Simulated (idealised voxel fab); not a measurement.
You're looking at the process module voxel capacitor over wiring.
It is cross-section cut that appears here, measuring 200 nm in width, its square cells being 5 nm in size.
This document writes a cross-section as a grid whose cells are square, and gives it as bands, listed from the top down; one or more rows of cells form a band.
Within each band entry, the heights of the top and of the bottom of the band appear first, in that order and in nm; the materials of the band then follow from left to right, each with its corresponding width in nm. The designation "full width" on a single material indicates that it fills the band from edge to edge; the designation "air" indicates empty space.
The level at which height equals 0 is the one under which the wafer, as it arrives, is entirely one material. No lower edge exists for the bottom band, which continues downward and is notated as in "0..down".
A two-number width, for instance "30->40", indicates that the width is equal to the first number in the top row of the band and to the second number in the bottom row, and that it changes by a constant amount per row of cells.
"left unchanged" (step): cross-section cells unchanged, all of them.
Voids not open to the top, 8 cells minimum: see "Closed void listing". Written width x height at distance; distance is from the left edge; nm.
Read whatever lies past the settings on a step's line as the simulator's own remark about the step.
What "overlay nm" on a step's line means: if the step has a mask, that mask lay this far to the right of its planned place, or, when the value is negative, to the left.
Planned step list for the process
1: RECEIVE,material Si
2: CONFORMAL_DEP,material SiO2,thk nm 10
3: CONFORMAL_DEP,material SiCN,thk nm 5
4: DIRECTIONAL_DEP,material SiO2,thk nm 15
5: MASKED_ETCH,tone open,mask id METAL_1,width nm 20,pitch nm 70,etch materials SiO2,depth nm 15,overlay nm 0
6: MASKED_ETCH,tone open,mask id METAL_1,width nm 20,pitch nm 70,etch materials SiCN,depth nm 5,overlay nm 0
7: CONFORMAL_DEP,material TiN,thk nm 5
8: FILL_DEP,material W,thk nm 10
9: CMP,height nm 30
10: CONFORMAL_DEP,material SiCN,thk nm 5
11: DIRECTIONAL_DEP,material lowk,thk nm 20
12: PATTERN,tone open,mask id PLUG_1,material resist,width nm 15,thk nm 20,overlay nm 0
13: DIRECTIONAL_ETCH,etch materials lowk,depth nm 20
14: DIRECTIONAL_ETCH,etch materials SiCN,depth nm 5
15: STRIP,etch materials resist
16: CONFORMAL_DEP,material TiN,thk nm 5
17: FILL_DEP,material Cu,thk nm 10
18: CMP,height nm 55
19: DIRECTIONAL_DEP,material TiN,thk nm 5
20: DIRECTIONAL_DEP,material Al2O3,thk nm 5
21: DIRECTIONAL_DEP,material TiN,thk nm 10
22: MASKED_ETCH,tone cover,mask id UPPER_PLATE,width nm 55,etch materials TiN,depth nm 10,overlay nm 0
23: MASKED_ETCH,tone cover,mask id UPPER_PLATE,width nm 55,etch materials Al2O3,depth nm 5,overlay nm 0
24: MASKED_ETCH,tone cover,mask id LOWER_PLATE,width nm 65,etch materials TiN,depth nm 5,overlay nm 0
25: FILL_DEP,material SiO2,thk nm 15
26: CMP,height nm 85
27: MASKED_ETCH,tone open,mask id PLUG_2,width nm 15,etch materials SiO2,depth nm 10,overlay nm 0
28: CONFORMAL_DEP,material TiN,thk nm 5
29: FILL_DEP,material Cu,thk nm 10
30: CMP,height nm 85
31: CONFORMAL_DEP,material SiN,thk nm 5
Cross-section of the wafer upon arrival, representing the state reached after step 1
0..down: Si full width
Closed void listing: none
First of two wafers: cross-section at end of module, run per plan
90..85: SiN full width
85..80: 70 SiO2, then 5 TiN, then 5 Cu, then 5 TiN, then 115 SiO2
80..75: 70 SiO2, then 15 TiN, then 115 SiO2
75..65: 60 SiO2, then 55 TiN, then 85 SiO2
65..60: 60 SiO2, then 55 Al2O3, then 85 SiO2
60..55: 55 SiO2, then 65 TiN, then 80 SiO2
55..35: 60 lowk, then 5 TiN, then 5 Cu, then 5 TiN, then 125 lowk
35..30: 60 SiCN, then 15 TiN, then 125 SiCN
30..15: 55 SiO2, then 5 TiN, then 10 W, then 5 TiN, then 50 SiO2, then 5 TiN, then 10 W, then 5 TiN, then 55 SiO2
15..10: 55 SiCN, then 20 TiN, then 50 SiCN, then 20 TiN, then 55 SiCN
10..0: SiO2 full width
0..down: Si full width
Closed void listing: none
End-of-module cross-section of the second wafer: identical starting point and process plan to the first, with one processing mistake
90..85: SiN full width
85..80: 70 SiO2, then 5 TiN, then 5 Cu, then 5 TiN, then 115 SiO2
80..75: 70 SiO2, then 15 TiN, then 115 SiO2
75..65: 60 SiO2, then 55 TiN, then 85 SiO2
65..60: 60 SiO2, then 55 Al2O3, then 85 SiO2
60..55: 55 SiO2, then 65 TiN, then 80 SiO2
55..50: 60 SiCN, then 15 TiN, then 125 SiCN
50..30: lowk full width
30..15: 55 SiO2, then 5 TiN, then 10 W, then 5 TiN, then 50 SiO2, then 5 TiN, then 10 W, then 5 TiN, then 55 SiO2
15..10: 55 SiCN, then 20 TiN, then 50 SiCN, then 20 TiN, then 55 SiCN
10..0: SiO2 full width
0..down: Si full width
Closed void listing: none
Against the plan, the run slipped here: steps 10 and 11 of the plan were run in the wrong order, each in the other's place
At the finish, the second wafer shows more or fewer cells for some materials than the first does: Cu -4; TiN -8; lowk +12
